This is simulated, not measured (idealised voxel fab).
Presented below is a process module, voxel wiring stack.
It is cross-section cut that appears here, measuring 175 nm in width, its square cells being 5 nm in size.
Heads up, the way a cross-section reads in here is a grid of square cells, handed over as bands from the top down, with every band being one or more rows of cells. For a band, the entry starts with two heights in nm, that of the top and then that of the bottom, and carries on with the band's materials in order from left to right, each alongside its width in nm; the word "all across" beside a single material means it fills the band edge to edge, and "empty" means empty space. Zero point of the height axis is 0; under it, received wafer = one material. Lowest band: continues down indefinitely, "0 -> down". Per-row width for "30..40": begins at first number (top row of band), ends at second number (bottom row), increment between rows held constant. Given "no change occurred" for a step, no cell of the cross-section differs between before and after that step. Entry "Voids lacking openings" = empty spaces >= 8 cells with no open way to the top; each as width x height at distance, distance from left edge, all nm. The remark found on a step's line after its settings is issued by the simulator itself and pertains to that step. The "overlay nm" setting may appear on a step's line; for a step that uses a mask, it gives how far to the right of its planned position the mask lay, and a negative value indicates the left.
Process steps foreseen in the plan:
- 1: RECEIVE with material Si
- 2: CONFORMAL_DEP with material SiO2, thk nm 15
- 3: DIRECTIONAL_DEP with material TiN, thk nm 5
- 4: DIRECTIONAL_DEP with material Ru, thk nm 20
- 5: PATTERN with tone cover, mask id METAL_1, material resist, width nm 25, pitch nm 50, thk nm 20, overlay nm 0
- 6: DIRECTIONAL_ETCH with etch materials Ru, depth nm 20
- 7: DIRECTIONAL_ETCH with etch materials TiN, depth nm 5
- 8: STRIP with etch materials resist
- 9: CONFORMAL_DEP with material SiN, thk nm 5
- 10: FILL_DEP with material lowk, thk nm 10
- 11: CMP with height nm 40
- 12: CONFORMAL_DEP with material SiCN, thk nm 5
- 13: DIRECTIONAL_DEP with material lowk, thk nm 30
- 14: PATTERN with tone open, mask id METAL_2, material resist, width nm 25, pitch nm 50, thk nm 15, overlay nm 0
- 15: DIRECTIONAL_ETCH with etch materials lowk, depth nm 15
- 16: STRIP with etch materials resist
- 17: DIRECTIONAL_DEP with material aC, thk nm 15
- 18: PATTERN with tone open, mask id METAL_2_HOLES, material resist, width nm 15, pitch nm 50, thk nm 35, overlay nm 0
- 19: DIRECTIONAL_ETCH with etch materials aC, depth nm 15
- 20: STRIP with etch materials resist
- 21: DIRECTIONAL_ETCH with etch materials lowk, depth nm 15
- 22: DIRECTIONAL_ETCH with etch materials SiCN, depth nm 5
- 23: STRIP with etch materials aC
- 24: CONFORMAL_DEP with material TiN, thk nm 5
- 25: FILL_DEP with material Cu, thk nm 5
- 26: CMP with height nm 75
- 27: CONFORMAL_DEP with material SiCN, thk nm 5
Below: the first of two wafers, run as planned:
Step 1 complete: cross-section of the wafer as received:
- 0 -> down: Si all across
- Voids lacking openings: none
After step 2: wafer cross-section:
- 15 -> 0: SiO2 all across
- Below 0, no change.
After step 3: wafer cross-section:
- 20 -> 15: TiN all across
- Below 15, no change.
After step 4: wafer cross-section:
- 40 -> 20: Ru all across
- Below 20, no change.
After step 5: wafer cross-section:
- 60 -> 40: 25 empty, 25 resist, 25 empty, 25 resist, 25 empty, 25 resist, 25 empty
- Below 40, no change.
After step 6: wafer cross-section:
- 60 -> 40: 25 empty, 25 resist, 25 empty, 25 resist, 25 empty, 25 resist, 25 empty
- 40 -> 20: 25 empty, 25 Ru, 25 empty, 25 Ru, 25 empty, 25 Ru, 25 empty
- Below 20, no change.
After step 7: wafer cross-section:
- 60 -> 40: 25 empty, 25 resist, 25 empty, 25 resist, 25 empty, 25 resist, 25 empty
- 40 -> 20: 25 empty, 25 Ru, 25 empty, 25 Ru, 25 empty, 25 Ru, 25 empty
- 20 -> 15: 25 empty, 25 TiN, 25 empty, 25 TiN, 25 empty, 25 TiN, 25 empty
- Below 15, no change.
After step 8: wafer cross-section:
- 40 -> 20: 25 empty, 25 Ru, 25 empty, 25 Ru, 25 empty, 25 Ru, 25 empty
- Below 20, no change.
After step 9: wafer cross-section:
- 45 -> 40: 20 empty, 35 SiN, 15 empty, 35 SiN, 15 empty, 35 SiN, 20 empty
- 40 -> 20: 20 empty, 5 SiN, 25 Ru, 5 SiN, 15 empty, 5 SiN, 25 Ru, 5 SiN, 15 empty, 5 SiN, 25 Ru, 5 SiN, 20 empty
- 20 -> 15: 25 SiN, 25 TiN, 25 SiN, 25 TiN, 25 SiN, 25 TiN, 25 SiN
- Below 15, no change.
After step 10: wafer cross-section:
- 55 -> 45: lowk all across
- 45 -> 40: 20 lowk, 35 SiN, 15 lowk, 35 SiN, 15 lowk, 35 SiN, 20 lowk
- 40 -> 20: 20 lowk, 5 SiN, 25 Ru, 5 SiN, 15 lowk, 5 SiN, 25 Ru, 5 SiN, 15 lowk, 5 SiN, 25 Ru, 5 SiN, 20 lowk
- Below 20, no change.
After step 11: wafer cross-section:
- 40 -> 20: 20 lowk, 5 SiN, 25 Ru, 5 SiN, 15 lowk, 5 SiN, 25 Ru, 5 SiN, 15 lowk, 5 SiN, 25 Ru, 5 SiN, 20 lowk
- Below 20, no change.
After step 12: wafer cross-section:
- 45 -> 40: SiCN all across
- Below 40, no change.
After step 13: wafer cross-section:
- 75 -> 45: lowk all across
- Below 45, no change.
After step 14: wafer cross-section:
- 90 -> 75: 25 resist, 25 empty, 25 resist, 25 empty, 25 resist, 25 empty, 25 resist
- Below 75, no change.
After step 15: wafer cross-section:
- 90 -> 75: 25 resist, 25 empty, 25 resist, 25 empty, 25 resist, 25 empty, 25 resist
- 75 -> 60: 25 lowk, 25 empty, 25 lowk, 25 empty, 25 lowk, 25 empty, 25 lowk
- Below 60, no change.
After step 16: wafer cross-section:
- 75 -> 60: 25 lowk, 25 empty, 25 lowk, 25 empty, 25 lowk, 25 empty, 25 lowk
- Below 60, no change.
After step 17: wafer cross-section:
- 90 -> 75: 25 aC, 25 empty, 25 aC, 25 empty, 25 aC, 25 empty, 25 aC
- 75 -> 60: 25 lowk, 25 aC, 25 lowk, 25 aC, 25 lowk, 25 aC, 25 lowk
- Below 60, no change.
After step 18: wafer cross-section:
- 125 -> 90: 25 resist, 15 empty, 35 resist, 15 empty, 35 resist, 15 empty, 35 resist
- 90 -> 75: 25 aC, 15 empty, 10 resist, 25 aC, 15 empty, 10 resist, 25 aC, 15 empty, 10 resist, 25 aC
- Below 75, no change.
After step 19: wafer cross-section:
- 110 -> 90: 25 resist, 15 empty, 35 resist, 15 empty, 35 resist, 15 empty, 35 resist
- 90 -> 75: 25 aC, 15 empty, 10 resist, 25 aC, 15 empty, 10 resist, 25 aC, 15 empty, 10 resist, 25 aC
- 75 -> 60: 25 lowk, 15 empty, 10 aC, 25 lowk, 15 empty, 10 aC, 25 lowk, 15 empty, 10 aC, 25 lowk
- Below 60, no change.
After step 20: wafer cross-section:
- 90 -> 75: 25 aC, 25 empty, 25 aC, 25 empty, 25 aC, 25 empty, 25 aC
- Below 75, no change.
After step 21: wafer cross-section:
- 90 -> 75: 25 aC, 25 empty, 25 aC, 25 empty, 25 aC, 25 empty, 25 aC
- 75 -> 60: 25 lowk, 15 empty, 10 aC, 25 lowk, 15 empty, 10 aC, 25 lowk, 15 empty, 10 aC, 25 lowk
- 60 -> 45: 25 lowk, 15 empty, 35 lowk, 15 empty, 35 lowk, 15 empty, 35 lowk
- Below 45, no change.
After step 22: wafer cross-section:
- 90 -> 75: 25 aC, 25 empty, 25 aC, 25 empty, 25 aC, 25 empty, 25 aC
- 75 -> 60: 25 lowk, 15 empty, 10 aC, 25 lowk, 15 empty, 10 aC, 25 lowk, 15 empty, 10 aC, 25 lowk
- 60 -> 45: 25 lowk, 15 empty, 35 lowk, 15 empty, 35 lowk, 15 empty, 35 lowk
- 45 -> 40: 25 SiCN, 15 empty, 35 SiCN, 15 empty, 35 SiCN, 15 empty, 35 SiCN
- Below 40, no change.
After step 23: wafer cross-section:
- 75 -> 60: 25 lowk, 25 empty, 25 lowk, 25 empty, 25 lowk, 25 empty, 25 lowk
- Below 60, no change.
After step 24: wafer cross-section:
- 80 -> 75: 30 TiN, 15 empty, 35 TiN, 15 empty, 35 TiN, 15 empty, 30 TiN
- 75 -> 65: 25 lowk, 5 TiN, 15 empty, 5 TiN, 25 lowk, 5 TiN, 15 empty, 5 TiN, 25 lowk, 5 TiN, 15 empty, 5 TiN, 25 lowk
- 65 -> 60: 25 lowk, 5 TiN, 5 empty, 15 TiN, 25 lowk, 5 TiN, 5 empty, 15 TiN, 25 lowk, 5 TiN, 5 empty, 15 TiN, 25 lowk
- 60 -> 45: 25 lowk, 5 TiN, 5 empty, 5 TiN, 35 lowk, 5 TiN, 5 empty, 5 TiN, 35 lowk, 5 TiN, 5 empty, 5 TiN, 35 lowk
- 45 -> 40: 25 SiCN, 15 TiN, 35 SiCN, 15 TiN, 35 SiCN, 15 TiN, 35 SiCN
- Below 40, no change.
After step 25: wafer cross-section:
- 85 -> 80: Cu all across
- 80 -> 75: 30 TiN, 15 Cu, 35 TiN, 15 Cu, 35 TiN, 15 Cu, 30 TiN
- 75 -> 65: 25 lowk, 5 TiN, 15 Cu, 5 TiN, 25 lowk, 5 TiN, 15 Cu, 5 TiN, 25 lowk, 5 TiN, 15 Cu, 5 TiN, 25 lowk
- 65 -> 60: 25 lowk, 5 TiN, 5 Cu, 15 TiN, 25 lowk, 5 TiN, 5 Cu, 15 TiN, 25 lowk, 5 TiN, 5 Cu, 15 TiN, 25 lowk
- 60 -> 45: 25 lowk, 5 TiN, 5 Cu, 5 TiN, 35 lowk, 5 TiN, 5 Cu, 5 TiN, 35 lowk, 5 TiN, 5 Cu, 5 TiN, 35 lowk
- Below 45, no change.
After step 26: wafer cross-section:
- 75 -> 65: 25 lowk, 5 TiN, 15 Cu, 5 TiN, 25 lowk, 5 TiN, 15 Cu, 5 TiN, 25 lowk, 5 TiN, 15 Cu, 5 TiN, 25 lowk
- Below 65, no change.
After step 27: wafer cross-section:
- 80 -> 75: SiCN all across
- Below 75, no change.
The remaining wafer, second of the two, started like the first and was run to the same plan, except that one mistake was made along the way; the two coincide through step 2, inclusive:
Cross-section of the second wafer when, according to plan, step 3 should have finished:
- 20 -> 0: SiO2 all across
- Below 0, no change.
Cross-section of the second wafer when, according to plan, step 4 should have finished:
- 40 -> 20: Ru all across
- Below 20, no change.
Cross-section of the second wafer when, according to plan, step 5 should have finished:
- 60 -> 40: 25 empty, 25 resist, 25 empty, 25 resist, 25 empty, 25 resist, 25 empty
- Below 40, no change.
Cross-section of the second wafer when, according to plan, step 6 should have finished:
- 60 -> 40: 25 empty, 25 resist, 25 empty, 25 resist, 25 empty, 25 resist, 25 empty
- 40 -> 20: 25 empty, 25 Ru, 25 empty, 25 Ru, 25 empty, 25 Ru, 25 empty
- Below 20, no change.
Cross-section of the second wafer when, according to plan, step 7 should have finished: no change occurred
Cross-section of the second wafer when, according to plan, step 8 should have finished:
- 40 -> 20: 25 empty, 25 Ru, 25 empty, 25 Ru, 25 empty, 25 Ru, 25 empty
- Below 20, no change.
Cross-section of the second wafer when, according to plan, step 9 should have finished:
- 45 -> 40: 20 empty, 35 SiN, 15 empty, 35 SiN, 15 empty, 35 SiN, 20 empty
- 40 -> 25: 20 empty, 5 SiN, 25 Ru, 5 SiN, 15 empty, 5 SiN, 25 Ru, 5 SiN, 15 empty, 5 SiN, 25 Ru, 5 SiN, 20 empty
- 25 -> 20: 25 SiN, 25 Ru, 25 SiN, 25 Ru, 25 SiN, 25 Ru, 25 SiN
- Below 20, no change.
Cross-section of the second wafer when, according to plan, step 10 should have finished:
- 55 -> 45: lowk all across
- 45 -> 40: 20 lowk, 35 SiN, 15 lowk, 35 SiN, 15 lowk, 35 SiN, 20 lowk
- 40 -> 25: 20 lowk, 5 SiN, 25 Ru, 5 SiN, 15 lowk, 5 SiN, 25 Ru, 5 SiN, 15 lowk, 5 SiN, 25 Ru, 5 SiN, 20 lowk
- Below 25, no change.
Cross-section of the second wafer when, according to plan, step 11 should have finished:
- 40 -> 25: 20 lowk, 5 SiN, 25 Ru, 5 SiN, 15 lowk, 5 SiN, 25 Ru, 5 SiN, 15 lowk, 5 SiN, 25 Ru, 5 SiN, 20 lowk
- Below 25, no change.
Cross-section of the second wafer when, according to plan, step 12 should have finished:
- 45 -> 40: SiCN all across
- Below 40, no change.
Cross-section of the second wafer when, according to plan, step 13 should have finished:
- 75 -> 45: lowk all across
- Below 45, no change.
Cross-section of the second wafer when, according to plan, step 14 should have finished:
- 90 -> 75: 25 resist, 25 empty, 25 resist, 25 empty, 25 resist, 25 empty, 25 resist
- Below 75, no change.
Cross-section of the second wafer when, according to plan, step 15 should have finished:
- 90 -> 75: 25 resist, 25 empty, 25 resist, 25 empty, 25 resist, 25 empty, 25 resist
- 75 -> 60: 25 lowk, 25 empty, 25 lowk, 25 empty, 25 lowk, 25 empty, 25 lowk
- Below 60, no change.
Cross-section of the second wafer when, according to plan, step 16 should have finished:
- 75 -> 60: 25 lowk, 25 empty, 25 lowk, 25 empty, 25 lowk, 25 empty, 25 lowk
- Below 60, no change.
Cross-section of the second wafer when, according to plan, step 17 should have finished:
- 90 -> 75: 25 aC, 25 empty, 25 aC, 25 empty, 25 aC, 25 empty, 25 aC
- 75 -> 60: 25 lowk, 25 aC, 25 lowk, 25 aC, 25 lowk, 25 aC, 25 lowk
- Below 60, no change.
Cross-section of the second wafer when, according to plan, step 18 should have finished:
- 125 -> 90: 25 resist, 15 empty, 35 resist, 15 empty, 35 resist, 15 empty, 35 resist
- 90 -> 75: 25 aC, 15 empty, 10 resist, 25 aC, 15 empty, 10 resist, 25 aC, 15 empty, 10 resist, 25 aC
- Below 75, no change.
Cross-section of the second wafer when, according to plan, step 19 should have finished:
- 110 -> 90: 25 resist, 15 empty, 35 resist, 15 empty, 35 resist, 15 empty, 35 resist
- 90 -> 75: 25 aC, 15 empty, 10 resist, 25 aC, 15 empty, 10 resist, 25 aC, 15 empty, 10 resist, 25 aC
- 75 -> 60: 25 lowk, 15 empty, 10 aC, 25 lowk, 15 empty, 10 aC, 25 lowk, 15 empty, 10 aC, 25 lowk
- Below 60, no change.
Cross-section of the second wafer when, according to plan, step 20 should have finished:
- 90 -> 75: 25 aC, 25 empty, 25 aC, 25 empty, 25 aC, 25 empty, 25 aC
- Below 75, no change.
Cross-section of the second wafer when, according to plan, step 21 should have finished:
- 90 -> 75: 25 aC, 25 empty, 25 aC, 25 empty, 25 aC, 25 empty, 25 aC
- 75 -> 60: 25 lowk, 15 empty, 10 aC, 25 lowk, 15 empty, 10 aC, 25 lowk, 15 empty, 10 aC, 25 lowk
- 60 -> 45: 25 lowk, 15 empty, 35 lowk, 15 empty, 35 lowk, 15 empty, 35 lowk
- Below 45, no change.
Cross-section of the second wafer when, according to plan, step 22 should have finished:
- 90 -> 75: 25 aC, 25 empty, 25 aC, 25 empty, 25 aC, 25 empty, 25 aC
- 75 -> 60: 25 lowk, 15 empty, 10 aC, 25 lowk, 15 empty, 10 aC, 25 lowk, 15 empty, 10 aC, 25 lowk
- 60 -> 45: 25 lowk, 15 empty, 35 lowk, 15 empty, 35 lowk, 15 empty, 35 lowk
- 45 -> 40: 25 SiCN, 15 empty, 35 SiCN, 15 empty, 35 SiCN, 15 empty, 35 SiCN
- Below 40, no change.
Cross-section of the second wafer when, according to plan, step 23 should have finished:
- 75 -> 60: 25 lowk, 25 empty, 25 lowk, 25 empty, 25 lowk, 25 empty, 25 lowk
- Below 60, no change.
Cross-section of the second wafer when, according to plan, step 24 should have finished:
- 80 -> 75: 30 TiN, 15 empty, 35 TiN, 15 empty, 35 TiN, 15 empty, 30 TiN
- 75 -> 65: 25 lowk, 5 TiN, 15 empty, 5 TiN, 25 lowk, 5 TiN, 15 empty, 5 TiN, 25 lowk, 5 TiN, 15 empty, 5 TiN, 25 lowk
- 65 -> 60: 25 lowk, 5 TiN, 5 empty, 15 TiN, 25 lowk, 5 TiN, 5 empty, 15 TiN, 25 lowk, 5 TiN, 5 empty, 15 TiN, 25 lowk
- 60 -> 45: 25 lowk, 5 TiN, 5 empty, 5 TiN, 35 lowk, 5 TiN, 5 empty, 5 TiN, 35 lowk, 5 TiN, 5 empty, 5 TiN, 35 lowk
- 45 -> 40: 25 SiCN, 15 TiN, 35 SiCN, 15 TiN, 35 SiCN, 15 TiN, 35 SiCN
- Below 40, no change.
Cross-section of the second wafer when, according to plan, step 25 should have finished:
- 85 -> 80: Cu all across
- 80 -> 75: 30 TiN, 15 Cu, 35 TiN, 15 Cu, 35 TiN, 15 Cu, 30 TiN
- 75 -> 65: 25 lowk, 5 TiN, 15 Cu, 5 TiN, 25 lowk, 5 TiN, 15 Cu, 5 TiN, 25 lowk, 5 TiN, 15 Cu, 5 TiN, 25 lowk
- 65 -> 60: 25 lowk, 5 TiN, 5 Cu, 15 TiN, 25 lowk, 5 TiN, 5 Cu, 15 TiN, 25 lowk, 5 TiN, 5 Cu, 15 TiN, 25 lowk
- 60 -> 45: 25 lowk, 5 TiN, 5 Cu, 5 TiN, 35 lowk, 5 TiN, 5 Cu, 5 TiN, 35 lowk, 5 TiN, 5 Cu, 5 TiN, 35 lowk
- Below 45, no change.
Cross-section of the second wafer when, according to plan, step 26 should have finished:
- 75 -> 65: 25 lowk, 5 TiN, 15 Cu, 5 TiN, 25 lowk, 5 TiN, 15 Cu, 5 TiN, 25 lowk, 5 TiN, 15 Cu, 5 TiN, 25 lowk
- Below 65, no change.
Cross-section of the second wafer when, according to plan, step 27 should have finished:
- 80 -> 75: SiCN all across
- Below 75, no change.
Against the plan, the run slipped here: off-plan run, step 3, actual operation and settings DIRECTIONAL_DEP with material SiO2, thk nm 5
Heads up, by the end the second wafer has more or fewer cells of some materials compared to the first: SiN: 6 fewer | SiO2: 35 more | TiN: 15 fewer | lowk: 14 fewer
